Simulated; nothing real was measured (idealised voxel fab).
process module | voxel wiring stack
cross-section cut | 245 nm wide | cells 5 nm
A cross-section is a grid of square cells, given in bands from the top down. A band is one or more rows of cells.
Each band's line starts with the height of the band's top and of its bottom, in nm. Then come its materials from left to right, each with its width in nm. One material with "throughout" fills the band from edge to edge. "air" is empty space.
Height 0 is the level under which the wafer as received is all one material. The lowest band goes on downwards, as in "0 down".
A width such as "30 to 40" changes by the same amount from each row of cells to the next, from the band's top row to its bottom row.
"no change" after a step means that no cell of the cross-section changed.
closed voids: empty space of 8 cells or more with no open way to the top, each as width x height at its distance from the left edge, in nm
after a step's settings: what the simulator itself notes on the step
overlay nm, on a step with a mask: how far to the right of its planned place the mask lay; to the left if negative
plan
1 op RECEIVE | material Si
2 op CONFORMAL_DEP | material SiO2 | thk nm 15
3 op DIRECTIONAL_DEP | material TiN | thk nm 5
4 op DIRECTIONAL_DEP | material Ru | thk nm 15
5 op MASKED_ETCH | tone cover | mask id METAL_1 | width nm 30 | pitch nm 60 | etch materials Ru | depth nm 15 | overlay nm 0
6 op MASKED_ETCH | tone cover | mask id METAL_1 | width nm 30 | pitch nm 60 | etch materials TiN | depth nm 5 | overlay nm 0
7 op CONFORMAL_DEP | material SiCN | thk nm 5
8 op FILL_DEP | material SiO2 | thk nm 5
9 op CMP | height nm 35
10 op CONFORMAL_DEP | material SiCN | thk nm 5
11 op DIRECTIONAL_DEP | material lowk | thk nm 25
12 op PATTERN | tone open | mask id METAL_2 | material resist | width nm 30 | pitch nm 60 | thk nm 20 | overlay nm 0
13 op DIRECTIONAL_ETCH | etch materials lowk | depth nm 15
14 op STRIP | etch materials resist
15 op PATTERN | tone open | mask id METAL_2_HOLES | material resist | width nm 15 | pitch nm 120 | thk nm 15 | overlay nm 0
16 op DIRECTIONAL_ETCH | etch materials lowk | depth nm 10
17 op DIRECTIONAL_ETCH | etch materials SiCN | depth nm 5
18 op STRIP | etch materials resist
19 op CONFORMAL_DEP | material TiN | thk nm 5
20 op FILL_DEP | material Cu | thk nm 5
21 op CMP | height nm 65
22 op CONFORMAL_DEP | material SiCN | thk nm 5
23 op DIRECTIONAL_DEP | material SiO2 | thk nm 30
24 op MASKED_ETCH | tone open | mask id METAL_3 | width nm 30 | pitch nm 60 | etch materials SiO2 | depth nm 15 | overlay nm 0
25 op DIRECTIONAL_DEP | material aC | thk nm 10
26 op PATTERN | tone open | mask id METAL_3_HOLES | material resist | width nm 15 | pitch nm 120 | thk nm 25 | overlay nm 0
27 op DIRECTIONAL_ETCH | etch materials aC | depth nm 10
28 op STRIP | etch materials resist
29 op DIRECTIONAL_ETCH | etch materials SiO2 | depth nm 15
30 op DIRECTIONAL_ETCH | etch materials SiCN | depth nm 5
31 op STRIP | etch materials aC
32 op CONFORMAL_DEP | material TiN | thk nm 5
33 op FILL_DEP | material Cu | thk nm 10
34 op CMP | height nm 100
35 op CONFORMAL_DEP | material SiCN | thk nm 5
36 op DIRECTIONAL_DEP | material lowk | thk nm 10
37 op MASKED_ETCH | tone open | mask id PLUG_3 | width nm 15 | pitch nm 60 | etch materials lowk | depth nm 10 | overlay nm 0
38 op MASKED_ETCH | tone open | mask id PLUG_3 | width nm 15 | pitch nm 60 | etch materials SiCN | depth nm 5 | overlay nm 0
39 op CONFORMAL_DEP | material TiN | thk nm 5
40 op FILL_DEP | material Cu | thk nm 5
41 op CMP | height nm 115
42 op CONFORMAL_DEP | material SiN | thk nm 5
43 op DIRECTIONAL_DEP | material SiO2 | thk nm 25
44 op PATTERN | tone open | mask id METAL_4 | material resist | width nm 30 | pitch nm 60 | thk nm 15 | overlay nm 0
45 op DIRECTIONAL_ETCH | etch materials SiO2 | depth nm 25
46 op DIRECTIONAL_ETCH | etch materials SiN | depth nm 5
47 op STRIP | etch materials resist
48 op CONFORMAL_DEP | material TiN | thk nm 5
49 op FILL_DEP | material W | thk nm 10
50 op CMP | height nm 145
51 op EPI | material Ru | thk nm 5
52 op FILL_DEP | material SiCN | thk nm 5
first wafer, as planned
as received, after step 1
  0 down: Si throughout
  closed voids: none
after step 2
  15 to 0: SiO2 throughout
  below 0: unchanged
after step 3
  20 to 15: TiN throughout
  below 15: unchanged
after step 4
  35 to 20: Ru throughout
  below 20: unchanged
after step 5
  35 to 20: air 45 | Ru 30 | air 30 | Ru 30 | air 30 | Ru 30 | air 50
  below 20: unchanged
after step 6
  35 to 20: air 45 | Ru 30 | air 30 | Ru 30 | air 30 | Ru 30 | air 50
  20 to 15: air 45 | TiN 30 | air 30 | TiN 30 | air 30 | TiN 30 | air 50
  below 15: unchanged
after step 7
  40 to 35: air 40 | SiCN 40 | air 20 | SiCN 40 | air 20 | SiCN 40 | air 45
  35 to 20: air 40 | SiCN 5 | Ru 30 | SiCN 5 | air 20 | SiCN 5 | Ru 30 | SiCN 5 | air 20 | SiCN 5 | Ru 30 | SiCN 5 | air 45
  20 to 15: SiCN 45 | TiN 30 | SiCN 30 | TiN 30 | SiCN 30 | TiN 30 | SiCN 50
  below 15: unchanged
after step 8
  45 to 40: SiO2 throughout
  40 to 35: SiO2 40 | SiCN 40 | SiO2 20 | SiCN 40 | SiO2 20 | SiCN 40 | SiO2 45
  35 to 20: SiO2 40 | SiCN 5 | Ru 30 | SiCN 5 | SiO2 20 | SiCN 5 | Ru 30 | SiCN 5 | SiO2 20 | SiCN 5 | Ru 30 | SiCN 5 | SiO2 45
  below 20: unchanged
after step 9
  35 to 20: SiO2 40 | SiCN 5 | Ru 30 | SiCN 5 | SiO2 20 | SiCN 5 | Ru 30 | SiCN 5 | SiO2 20 | SiCN 5 | Ru 30 | SiCN 5 | SiO2 45
  below 20: unchanged
after step 10
  40 to 35: SiCN throughout
  below 35: unchanged
after step 11
  65 to 40: lowk throughout
  below 40: unchanged
after step 12
  85 to 65: resist 45 | air 30 | resist 30 | air 30 | resist 30 | air 30 | resist 50
  below 65: unchanged
after step 13
  85 to 65: resist 45 | air 30 | resist 30 | air 30 | resist 30 | air 30 | resist 50
  65 to 50: lowk 45 | air 30 | lowk 30 | air 30 | lowk 30 | air 30 | lowk 50
  below 50: unchanged
after step 14
  65 to 50: lowk 45 | air 30 | lowk 30 | air 30 | lowk 30 | air 30 | lowk 50
  below 50: unchanged
after step 15
  80 to 65: resist 45 | air 15 | resist 105 | air 15 | resist 65
  65 to 50: lowk 45 | air 15 | resist 15 | lowk 30 | resist 30 | lowk 30 | air 15 | resist 15 | lowk 50
  below 50: unchanged
after step 16
  80 to 65: resist 45 | air 15 | resist 105 | air 15 | resist 65
  65 to 50: lowk 45 | air 15 | resist 15 | lowk 30 | resist 30 | lowk 30 | air 15 | resist 15 | lowk 50
  50 to 40: lowk 45 | air 15 | lowk 105 | air 15 | lowk 65
  below 40: unchanged
after step 17
  80 to 65: resist 45 | air 15 | resist 105 | air 15 | resist 65
  65 to 50: lowk 45 | air 15 | resist 15 | lowk 30 | resist 30 | lowk 30 | air 15 | resist 15 | lowk 50
  50 to 40: lowk 45 | air 15 | lowk 105 | air 15 | lowk 65
  40 to 35: SiCN 45 | air 15 | SiCN 105 | air 15 | SiCN 65
  below 35: unchanged
after step 18
  65 to 50: lowk 45 | air 30 | lowk 30 | air 30 | lowk 30 | air 30 | lowk 50
  below 50: unchanged
after step 19
  70 to 65: TiN 50 | air 20 | TiN 40 | air 20 | TiN 40 | air 20 | TiN 55
  65 to 55: lowk 45 | TiN 5 | air 20 | TiN 5 | lowk 30 | TiN 5 | air 20 | TiN 5 | lowk 30 | TiN 5 | air 20 | TiN 5 | lowk 50
  55 to 50: lowk 45 | TiN 5 | air 5 | TiN 20 | lowk 30 | TiN 30 | lowk 30 | TiN 5 | air 5 | TiN 20 | lowk 50
  50 to 40: lowk 45 | TiN 5 | air 5 | TiN 5 | lowk 105 | TiN 5 | air 5 | TiN 5 | lowk 65
  40 to 35: SiCN 45 | TiN 15 | SiCN 105 | TiN 15 | SiCN 65
  below 35: unchanged
after step 20
  75 to 70: Cu throughout
  70 to 65: TiN 50 | Cu 20 | TiN 40 | Cu 20 | TiN 40 | Cu 20 | TiN 55
  65 to 55: lowk 45 | TiN 5 | Cu 20 | TiN 5 | lowk 30 | TiN 5 | Cu 20 | TiN 5 | lowk 30 | TiN 5 | Cu 20 | TiN 5 | lowk 50
  55 to 50: lowk 45 | TiN 5 | Cu 5 | TiN 20 | lowk 30 | TiN 30 | lowk 30 | TiN 5 | Cu 5 | TiN 20 | lowk 50
  50 to 40: lowk 45 | TiN 5 | Cu 5 | TiN 5 | lowk 105 | TiN 5 | Cu 5 | TiN 5 | lowk 65
  below 40: unchanged
after step 21
  65 to 55: lowk 45 | TiN 5 | Cu 20 | TiN 5 | lowk 30 | TiN 5 | Cu 20 | TiN 5 | lowk 30 | TiN 5 | Cu 20 | TiN 5 | lowk 50
  below 55: unchanged
after step 22
  70 to 65: SiCN throughout
  below 65: unchanged
after step 23
  100 to 70: SiO2 throughout
  below 70: unchanged
after step 24
  100 to 85: SiO2 45 | air 30 | SiO2 30 | air 30 | SiO2 30 | air 30 | SiO2 50
  below 85: unchanged
after step 25
  110 to 100: aC 45 | air 30 | aC 30 | air 30 | aC 30 | air 30 | aC 50
  100 to 95: SiO2 45 | air 30 | SiO2 30 | air 30 | SiO2 30 | air 30 | SiO2 50
  95 to 85: SiO2 45 | aC 30 | SiO2 30 | aC 30 | SiO2 30 | aC 30 | SiO2 50
  below 85: unchanged
after step 26
  135 to 110: resist 45 | air 15 | resist 105 | air 15 | resist 65
  110 to 100: aC 45 | air 15 | resist 15 | aC 30 | resist 30 | aC 30 | air 15 | resist 15 | aC 50
  100 to 95: SiO2 45 | air 15 | resist 15 | SiO2 30 | resist 30 | SiO2 30 | air 15 | resist 15 | SiO2 50
  below 95: unchanged
after step 27
  125 to 110: resist 45 | air 15 | resist 105 | air 15 | resist 65
  110 to 100: aC 45 | air 15 | resist 15 | aC 30 | resist 30 | aC 30 | air 15 | resist 15 | aC 50
  100 to 95: SiO2 45 | air 15 | resist 15 | SiO2 30 | resist 30 | SiO2 30 | air 15 | resist 15 | SiO2 50
  95 to 85: SiO2 45 | air 15 | aC 15 | SiO2 30 | aC 30 | SiO2 30 | air 15 | aC 15 | SiO2 50
  below 85: unchanged
after step 28
  110 to 100: aC 45 | air 30 | aC 30 | air 30 | aC 30 | air 30 | aC 50
  100 to 95: SiO2 45 | air 30 | SiO2 30 | air 30 | SiO2 30 | air 30 | SiO2 50
  below 95: unchanged
after step 29
  110 to 100: aC 45 | air 30 | aC 30 | air 30 | aC 30 | air 30 | aC 50
  100 to 95: SiO2 45 | air 30 | SiO2 30 | air 30 | SiO2 30 | air 30 | SiO2 50
  95 to 85: SiO2 45 | air 15 | aC 15 | SiO2 30 | aC 30 | SiO2 30 | air 15 | aC 15 | SiO2 50
  85 to 70: SiO2 45 | air 15 | SiO2 105 | air 15 | SiO2 65
  below 70: unchanged
after step 30
  110 to 100: aC 45 | air 30 | aC 30 | air 30 | aC 30 | air 30 | aC 50
  100 to 95: SiO2 45 | air 30 | SiO2 30 | air 30 | SiO2 30 | air 30 | SiO2 50
  95 to 85: SiO2 45 | air 15 | aC 15 | SiO2 30 | aC 30 | SiO2 30 | air 15 | aC 15 | SiO2 50
  85 to 70: SiO2 45 | air 15 | SiO2 105 | air 15 | SiO2 65
  70 to 65: SiCN 45 | air 15 | SiCN 105 | air 15 | SiCN 65
  below 65: unchanged
after step 31
  100 to 85: SiO2 45 | air 30 | SiO2 30 | air 30 | SiO2 30 | air 30 | SiO2 50
  below 85: unchanged
after step 32
  105 to 100: TiN 50 | air 20 | TiN 40 | air 20 | TiN 40 | air 20 | TiN 55
  100 to 90: SiO2 45 | TiN 5 | air 20 | TiN 5 | SiO2 30 | TiN 5 | air 20 | TiN 5 | SiO2 30 | TiN 5 | air 20 | TiN 5 | SiO2 50
  90 to 85: SiO2 45 | TiN 5 | air 5 | TiN 20 | SiO2 30 | TiN 30 | SiO2 30 | TiN 5 | air 5 | TiN 20 | SiO2 50
  85 to 70: SiO2 45 | TiN 5 | air 5 | TiN 5 | SiO2 105 | TiN 5 | air 5 | TiN 5 | SiO2 65
  70 to 65: SiCN 45 | TiN 15 | SiCN 105 | TiN 15 | SiCN 65
  below 65: unchanged
after step 33
  115 to 105: Cu throughout
  105 to 100: TiN 50 | Cu 20 | TiN 40 | Cu 20 | TiN 40 | Cu 20 | TiN 55
  100 to 90: SiO2 45 | TiN 5 | Cu 20 | TiN 5 | SiO2 30 | TiN 5 | Cu 20 | TiN 5 | SiO2 30 | TiN 5 | Cu 20 | TiN 5 | SiO2 50
  90 to 85: SiO2 45 | TiN 5 | Cu 5 | TiN 20 | SiO2 30 | TiN 30 | SiO2 30 | TiN 5 | Cu 5 | TiN 20 | SiO2 50
  85 to 70: SiO2 45 | TiN 5 | Cu 5 | TiN 5 | SiO2 105 | TiN 5 | Cu 5 | TiN 5 | SiO2 65
  below 70: unchanged
after step 34
  100 to 90: SiO2 45 | TiN 5 | Cu 20 | TiN 5 | SiO2 30 | TiN 5 | Cu 20 | TiN 5 | SiO2 30 | TiN 5 | Cu 20 | TiN 5 | SiO2 50
  below 90: unchanged
after step 35
  105 to 100: SiCN throughout
  below 100: unchanged
after step 36
  115 to 105: lowk throughout
  below 105: unchanged
after step 37
  115 to 105: lowk 45 | air 15 | lowk 45 | air 15 | lowk 45 | air 15 | lowk 65
  below 105: unchanged
after step 38
  115 to 105: lowk 45 | air 15 | lowk 45 | air 15 | lowk 45 | air 15 | lowk 65
  105 to 100: SiCN 45 | air 15 | SiCN 45 | air 15 | SiCN 45 | air 15 | SiCN 65
  below 100: unchanged
after step 39
  120 to 115: TiN 50 | air 5 | TiN 55 | air 5 | TiN 55 | air 5 | TiN 70
  115 to 105: lowk 45 | TiN 5 | air 5 | TiN 5 | lowk 45 | TiN 5 | air 5 | TiN 5 | lowk 45 | TiN 5 | air 5 | TiN 5 | lowk 65
  105 to 100: SiCN 45 | TiN 15 | SiCN 45 | TiN 15 | SiCN 45 | TiN 15 | SiCN 65
  below 100: unchanged
after step 40
  125 to 120: Cu throughout
  120 to 115: TiN 50 | Cu 5 | TiN 55 | Cu 5 | TiN 55 | Cu 5 | TiN 70
  115 to 105: lowk 45 | TiN 5 | Cu 5 | TiN 5 | lowk 45 | TiN 5 | Cu 5 | TiN 5 | lowk 45 | TiN 5 | Cu 5 | TiN 5 | lowk 65
  below 105: unchanged
after step 41
  115 to 105: lowk 45 | TiN 5 | Cu 5 | TiN 5 | lowk 45 | TiN 5 | Cu 5 | TiN 5 | lowk 45 | TiN 5 | Cu 5 | TiN 5 | lowk 65
  below 105: unchanged
after step 42
  120 to 115: SiN throughout
  below 115: unchanged
after step 43
  145 to 120: SiO2 throughout
  below 120: unchanged
after step 44
  160 to 145: resist 45 | air 30 | resist 30 | air 30 | resist 30 | air 30 | resist 50
  below 145: unchanged
after step 45
  160 to 145: resist 45 | air 30 | resist 30 | air 30 | resist 30 | air 30 | resist 50
  145 to 120: SiO2 45 | air 30 | SiO2 30 | air 30 | SiO2 30 | air 30 | SiO2 50
  below 120: unchanged
after step 46
  160 to 145: resist 45 | air 30 | resist 30 | air 30 | resist 30 | air 30 | resist 50
  145 to 120: SiO2 45 | air 30 | SiO2 30 | air 30 | SiO2 30 | air 30 | SiO2 50
  120 to 115: SiN 45 | air 30 | SiN 30 | air 30 | SiN 30 | air 30 | SiN 50
  below 115: unchanged
after step 47
  145 to 120: SiO2 45 | air 30 | SiO2 30 | air 30 | SiO2 30 | air 30 | SiO2 50
  below 120: unchanged
after step 48
  150 to 145: TiN 50 | air 20 | TiN 40 | air 20 | TiN 40 | air 20 | TiN 55
  145 to 120: SiO2 45 | TiN 5 | air 20 | TiN 5 | SiO2 30 | TiN 5 | air 20 | TiN 5 | SiO2 30 | TiN 5 | air 20 | TiN 5 | SiO2 50
  120 to 115: SiN 45 | TiN 30 | SiN 30 | TiN 30 | SiN 30 | TiN 30 | SiN 50
  below 115: unchanged
after step 49
  160 to 150: W throughout
  150 to 145: TiN 50 | W 20 | TiN 40 | W 20 | TiN 40 | W 20 | TiN 55
  145 to 120: SiO2 45 | TiN 5 | W 20 | TiN 5 | SiO2 30 | TiN 5 | W 20 | TiN 5 | SiO2 30 | TiN 5 | W 20 | TiN 5 | SiO2 50
  below 120: unchanged
after step 50
  145 to 120: SiO2 45 | TiN 5 | W 20 | TiN 5 | SiO2 30 | TiN 5 | W 20 | TiN 5 | SiO2 30 | TiN 5 | W 20 | TiN 5 | SiO2 50
  below 120: unchanged
after step 51
  150 to 145: air 40 | Ru 40 | air 20 | Ru 40 | air 20 | Ru 40 | air 45
  below 145: unchanged
after step 52
  155 to 150: SiCN throughout
  150 to 145: SiCN 40 | Ru 40 | SiCN 20 | Ru 40 | SiCN 20 | Ru 40 | SiCN 45
  below 145: unchanged
second wafer: like start, like plan, one mistake. Through step 43 it matches the first wafer
when step 44 should have ended
  160 to 145: resist 40 | air 40 | resist 20 | air 40 | resist 20 | air 40 | resist 45
  below 145: unchanged
when step 45 should have ended
  160 to 145: resist 40 | air 40 | resist 20 | air 40 | resist 20 | air 40 | resist 45
  145 to 120: SiO2 40 | air 40 | SiO2 20 | air 40 | SiO2 20 | air 40 | SiO2 45
  below 120: unchanged
when step 46 should have ended
  160 to 145: resist 40 | air 40 | resist 20 | air 40 | resist 20 | air 40 | resist 45
  145 to 120: SiO2 40 | air 40 | SiO2 20 | air 40 | SiO2 20 | air 40 | SiO2 45
  120 to 115: SiN 40 | air 40 | SiN 20 | air 40 | SiN 20 | air 40 | SiN 45
  below 115: unchanged
when step 47 should have ended
  145 to 120: SiO2 40 | air 40 | SiO2 20 | air 40 | SiO2 20 | air 40 | SiO2 45
  below 120: unchanged
when step 48 should have ended
  150 to 145: TiN 45 | air 30 | TiN 30 | air 30 | TiN 30 | air 30 | TiN 50
  145 to 120: SiO2 40 | TiN 5 | air 30 | TiN 5 | SiO2 20 | TiN 5 | air 30 | TiN 5 | SiO2 20 | TiN 5 | air 30 | TiN 5 | SiO2 45
  120 to 115: SiN 40 | TiN 40 | SiN 20 | TiN 40 | SiN 20 | TiN 40 | SiN 45
  below 115: unchanged
when step 49 should have ended
  160 to 150: W throughout
  150 to 145: TiN 45 | W 30 | TiN 30 | W 30 | TiN 30 | W 30 | TiN 50
  145 to 120: SiO2 40 | TiN 5 | W 30 | TiN 5 | SiO2 20 | TiN 5 | W 30 | TiN 5 | SiO2 20 | TiN 5 | W 30 | TiN 5 | SiO2 45
  below 120: unchanged
when step 50 should have ended
  145 to 120: SiO2 40 | TiN 5 | W 30 | TiN 5 | SiO2 20 | TiN 5 | W 30 | TiN 5 | SiO2 20 | TiN 5 | W 30 | TiN 5 | SiO2 45
  below 120: unchanged
when step 51 should have ended
  150 to 145: air 35 | Ru 50 | air 10 | Ru 50 | air 10 | Ru 50 | air 40
  below 145: unchanged
when step 52 should have ended
  155 to 150: SiCN throughout
  150 to 145: SiCN 35 | Ru 50 | SiCN 10 | Ru 50 | SiCN 10 | Ru 50 | SiCN 40
  below 145: unchanged
what went wrong: step 44 ran as: op PATTERN | tone open | mask id METAL_4 | material resist | width nm 40 | pitch nm 60 | thk nm 15 | overlay nm 0
at the end the second wafer has, in cells: 6 more of Ru | 6 fewer of SiCN | 6 fewer of SiN | 30 fewer of SiO2 | 6 more of TiN | 30 more of W
